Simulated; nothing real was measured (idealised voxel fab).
process module | voxel released beams
cross-section cut | 275 nm wide | cells 5 nm
A cross-section is a grid of square cells, given in bands from the top down. A band is one or more rows of cells.
Each band's line starts with the height of the band's top and of its bottom, in nm. Then come its materials from left to right, each with its width in nm. One material with "throughout" fills the band from edge to edge. "air" is empty space.
Height 0 is the level under which the wafer as received is all one material. The lowest band goes on downwards, as in "0 down".
A width such as "30 to 40" changes by the same amount from each row of cells to the next, from the band's top row to its bottom row.
"no change" after a step means that no cell of the cross-section changed.
closed voids: empty space of 8 cells or more with no open way to the top, each as width x height at its distance from the left edge, in nm
after a step's settings: what the simulator itself notes on the step
overlay nm, on a step with a mask: how far to the right of its planned place the mask lay; to the left if negative
plan
1 op RECEIVE | material Si
2 op CONFORMAL_DEP | material Al2O3 | thk nm 5
3 op DIRECTIONAL_DEP | material SiO2 | thk nm 10
4 op DIRECTIONAL_DEP | material aC | thk nm 15
5 op PATTERN | tone open | mask id ANCHOR | material resist | width nm 45 | thk nm 35 | overlay nm 0
6 op DIRECTIONAL_ETCH | etch materials aC | depth nm 15
7 op STRIP | etch materials resist
8 op DIRECTIONAL_ETCH | etch materials SiO2 | depth nm 10
9 op STRIP | etch materials aC
10 op CONFORMAL_DEP | material polySi | thk nm 5
11 op PATTERN | tone cover | mask id BEAM | material resist | width nm 95 | thk nm 20 | overlay nm 0
12 op DIRECTIONAL_ETCH | etch materials polySi | depth nm 15
13 op STRIP | etch materials resist
14 op STRIP | etch materials SiO2
varied across the wafers: thk nm of step 10. The plan shows the first wafer's value. All wafers start alike
first wafer as received, after step 1
  0 down: Si throughout
  closed voids: none
each wafer at the end: cells of each material gained (+) or lost (-) since it was received, then its closed voids
thk nm 5 | +55 Al2O3 | +23 polySi | closed voids: none
thk nm 10 | +55 Al2O3 | +46 polySi | closed voids: none
thk nm 15 | +55 Al2O3 | +69 polySi | closed voids: none
thk nm 20 | +55 Al2O3 | +92 SiO2 | +128 polySi | closed voids: none
thk nm 25 | +55 Al2O3 | +92 SiO2 | +185 polySi | closed voids: none
thk nm 30 | +55 Al2O3 | +92 SiO2 | +240 polySi | closed voids: none
